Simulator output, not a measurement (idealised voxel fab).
Process module under the name voxel transistor to metal
Square cells of 5 nm make up the cross-section cut, whose width is 155 nm.
A cross-section in this document is a grid of square cells, and it is written down as bands, the top band listed before the ones below it; a band is made up of one or more rows of cells. Band: top and bottom heights (nm) first, top before bottom; then materials from left to right, widths in nm. "all across" marks a sole material filling the band edge to edge. "air" denotes empty space. We count height from 0. Below that, the starting wafer is all one material. The lowest band never ends at the bottom but goes on down; see "0 nm and below" for how that is written. The width entry "30 to 40" should be interpreted row by row: the top row of cells in the band takes the first number, the bottom row takes the second number, and the change between adjacent rows is uniform throughout. "remained unchanged" after a step means that no cell of the cross-section changed. Empty spaces without an open route to the top, at least 8 cells in extent, make up the entry "Sealed internal cavities"; each is given as width x height at distance, where the distance is measured from the left edge, and all are in nm. On each step's line, the part that comes after the settings is the simulator's own comment on the step. Among the settings permitted on a step's line is "overlay nm"; applied to a step with a mask, it specifies the extent to which the mask lay to the right of its planned position, whereas a negative figure signifies a position to the left.

### Intended process steps
1,op RECEIVE | material Si
2,op OXIDIZE | depth nm 5
3,op CONFORMAL_DEP | material SiN | thk nm 15
4,op MASKED_ETCH | tone cover | mask id ACTIVE | width nm 95 | etch materials SiN | depth nm 15 | overlay nm 0
5,op MASKED_ETCH | tone cover | mask id ACTIVE | width nm 95 | etch materials SiO2 | depth nm 5 | overlay nm 0
6,op MASKED_ETCH | tone cover | mask id ACTIVE | width nm 95 | etch materials Si | depth nm 25 | overlay nm 0
7,op OXIDIZE | depth nm 5
8,op FILL_DEP | material SiO2 | thk nm 5
9,op CMP | height nm 15
10,op SELECTIVE_ETCH | etch materials SiO2 | depth nm 10
11,op STRIP | etch materials SiN
12,op SELECTIVE_ETCH | etch materials SiO2 | depth nm 5
13,op OXIDIZE | depth nm 5
14,op DIRECTIONAL_DEP | material polySi | thk nm 20
15,op DIRECTIONAL_DEP | material SiCN | thk nm 10
16,op MASKED_ETCH | tone cover | mask id GATE | width nm 15 | etch materials SiCN | depth nm 20 | overlay nm 0
17,op MASKED_ETCH | tone cover | mask id GATE | width nm 15 | etch materials polySi | depth nm 30 | overlay nm 0
18,op CONFORMAL_DEP | material SiO2 | thk nm 5
19,op DIRECTIONAL_ETCH | etch materials SiO2 | depth nm 5
20,op CONFORMAL_DEP | material SiN | thk nm 10
21,op DIRECTIONAL_ETCH | etch materials SiN | depth nm 10
22,op DIRECTIONAL_ETCH | etch materials SiO2 | depth nm 5
23,op DIRECTIONAL_ETCH | etch materials Si | depth nm 15
24,op EPI | material pSi | thk nm 20
25,op FILL_DEP | material SiO2 | thk nm 10
26,op CMP | height nm 25
27,op DIRECTIONAL_DEP | material SiO2 | thk nm 15
28,op PATTERN | tone open | mask id CONTACT | material resist | width nm 20 | pitch nm 65 | thk nm 15 | overlay nm 0
29,op DIRECTIONAL_ETCH | etch materials SiO2 | depth nm 30
30,op STRIP | etch materials resist
31,op CONFORMAL_DEP | material TiN | thk nm 5
32,op FILL_DEP | material W | thk nm 5
33,op CMP | height nm 40
34,op DIRECTIONAL_DEP | material TiN | thk nm 5
35,op DIRECTIONAL_DEP | material Ru | thk nm 25
36,op PATTERN | tone cover | mask id METAL_1 | material resist | width nm 20 | pitch nm 65 | thk nm 15 | overlay nm 0
37,op DIRECTIONAL_ETCH | etch materials Ru | depth nm 25
38,op DIRECTIONAL_ETCH | etch materials TiN | depth nm 5
39,op STRIP | etch materials resist
40,op FILL_DEP | material lowk | thk nm 10
41,op CMP | height nm 70
42,op CONFORMAL_DEP | material SiCN | thk nm 5
43,op DIRECTIONAL_DEP | material SiO2 | thk nm 35
44,op MASKED_ETCH | tone open | mask id METAL_2_HOLES | width nm 15 | pitch nm 65 | etch materials SiO2 | depth nm 35 | overlay nm 0
45,op PATTERN | tone open | mask id METAL_2 | material resist | width nm 20 | pitch nm 65 | thk nm 20 | overlay nm 0
46,op DIRECTIONAL_ETCH | etch materials SiO2 | depth nm 20
47,op DIRECTIONAL_ETCH | etch materials SiCN | depth nm 5
48,op STRIP | etch materials resist
49,op CONFORMAL_DEP | material TiN | thk nm 5
50,op FILL_DEP | material Ru | thk nm 5
51,op CMP | height nm 110
52,op CONFORMAL_DEP | material SiCN | thk nm 5

### Wafer as received: cross-section following step 1
    0 nm and below  Si all across
    Sealed internal cavities: none

### Module complete - cross-section of the first of two wafers, run according to plan
    115 nm to 110 nm  SiCN all across
    110 nm to 95 nm  SiO2 35 nm; TiN 5 nm; Ru 10 nm; TiN 5 nm; SiO2 45 nm; TiN 5 nm; Ru 10 nm; TiN 5 nm; SiO2 35 nm
    95 nm to 90 nm  SiO2 35 nm; TiN 5 nm; Ru 5 nm; TiN 10 nm; SiO2 45 nm; TiN 5 nm; Ru 5 nm; TiN 10 nm; SiO2 35 nm
    90 nm to 75 nm  SiO2 35 nm; TiN 5 nm; Ru 5 nm; TiN 5 nm; SiO2 50 nm; TiN 5 nm; Ru 5 nm; TiN 5 nm; SiO2 40 nm
    75 nm to 70 nm  SiCN 35 nm; TiN 15 nm; SiCN 50 nm; TiN 15 nm; SiCN 40 nm
    70 nm to 45 nm  lowk 35 nm; Ru 20 nm; lowk 45 nm; Ru 20 nm; lowk 35 nm
    45 nm to 40 nm  lowk 35 nm; TiN 20 nm; lowk 45 nm; TiN 20 nm; lowk 35 nm
    40 nm to 25 nm  SiO2 35 nm; TiN 5 nm; W 10 nm; TiN 5 nm; SiO2 45 nm; TiN 5 nm; W 10 nm; TiN 5 nm; SiO2 35 nm
    25 nm to 15 nm  SiO2 35 nm; TiN 5 nm; W 10 nm; TiN 5 nm; SiN 10 nm; SiO2 5 nm; SiCN 15 nm; SiO2 5 nm; SiN 10 nm; TiN 5 nm; W 10 nm; TiN 5 nm; SiO2 35 nm
    15 nm to 10 nm  SiO2 35 nm; TiN 20 nm; SiN 10 nm; SiO2 5 nm; polySi 15 nm; SiO2 5 nm; SiN 10 nm; TiN 20 nm; SiO2 35 nm
    10 nm to 0 nm  SiO2 30 nm; pSi 25 nm; SiN 10 nm; SiO2 5 nm; polySi 15 nm; SiO2 5 nm; SiN 10 nm; pSi 25 nm; SiO2 30 nm
    0 nm to -5 nm  SiO2 30 nm; SiN 10 nm; pSi 15 nm; SiN 10 nm; SiO2 5 nm; polySi 15 nm; SiO2 5 nm; SiN 10 nm; pSi 15 nm; SiN 10 nm; SiO2 30 nm
    -5 nm to -10 nm  SiO2 40 nm; pSi 15 nm; SiO2 45 nm; pSi 15 nm; SiO2 40 nm
    -10 nm to -25 nm  SiO2 35 nm; Si 5 nm; pSi 15 nm; Si 45 nm; pSi 15 nm; Si 5 nm; SiO2 35 nm
    -25 nm to -35 nm  SiO2 35 nm; Si 85 nm; SiO2 35 nm
    -35 nm and below  Si all across
    Sealed internal cavities: none

### Same start, same plan as the first wafer - but one mistake in the run. Cross-section of the second of the two at the end of the module
    115 nm to 110 nm  SiCN all across
    110 nm to 95 nm  SiO2 35 nm; TiN 5 nm; Ru 10 nm; TiN 5 nm; SiO2 45 nm; TiN 5 nm; Ru 10 nm; TiN 5 nm; SiO2 35 nm
    95 nm to 90 nm  SiO2 35 nm; TiN 5 nm; Ru 5 nm; TiN 10 nm; SiO2 45 nm; TiN 5 nm; Ru 5 nm; TiN 10 nm; SiO2 35 nm
    90 nm to 75 nm  SiO2 35 nm; TiN 5 nm; Ru 5 nm; TiN 5 nm; SiO2 50 nm; TiN 5 nm; Ru 5 nm; TiN 5 nm; SiO2 40 nm
    75 nm to 70 nm  SiCN 35 nm; TiN 15 nm; SiCN 50 nm; TiN 15 nm; SiCN 40 nm
    70 nm to 45 nm  lowk 35 nm; Ru 20 nm; lowk 45 nm; Ru 20 nm; lowk 35 nm
    45 nm to 40 nm  lowk 35 nm; TiN 20 nm; lowk 45 nm; TiN 20 nm; lowk 35 nm
    40 nm to 25 nm  SiO2 35 nm; TiN 5 nm; W 10 nm; TiN 5 nm; SiO2 45 nm; TiN 5 nm; W 10 nm; TiN 5 nm; SiO2 35 nm
    25 nm to 15 nm  SiO2 35 nm; TiN 5 nm; W 10 nm; TiN 5 nm; SiN 10 nm; SiO2 5 nm; SiCN 15 nm; SiO2 5 nm; SiN 10 nm; TiN 5 nm; W 10 nm; TiN 5 nm; SiO2 35 nm
    15 nm to 10 nm  SiO2 35 nm; TiN 20 nm; SiN 10 nm; SiO2 5 nm; polySi 15 nm; SiO2 5 nm; SiN 10 nm; TiN 20 nm; SiO2 35 nm
    10 nm to 0 nm  SiO2 30 nm; pSi 25 nm; SiN 10 nm; SiO2 5 nm; polySi 15 nm; SiO2 5 nm; SiN 10 nm; pSi 25 nm; SiO2 30 nm
    0 nm to -5 nm  SiO2 30 nm; SiN 10 nm; pSi 15 nm; SiN 10 nm; SiO2 5 nm; polySi 15 nm; SiO2 5 nm; SiN 10 nm; pSi 15 nm; SiN 10 nm; SiO2 30 nm
    -5 nm to -10 nm  SiO2 40 nm; pSi 15 nm; SiO2 45 nm; pSi 15 nm; SiO2 40 nm
    -10 nm to -25 nm  SiO2 35 nm; Si 5 nm; pSi 15 nm; Si 45 nm; pSi 15 nm; Si 5 nm; SiO2 35 nm
    -25 nm to -60 nm  SiO2 35 nm; Si 85 nm; SiO2 35 nm
    -60 nm and below  Si all across
    Sealed internal cavities: none
The plan and the run diverged here: the plan's step 6 ran twice
Final wafer comparison in cells, second versus first, more or fewer per material: -70 Si | +70 SiO2
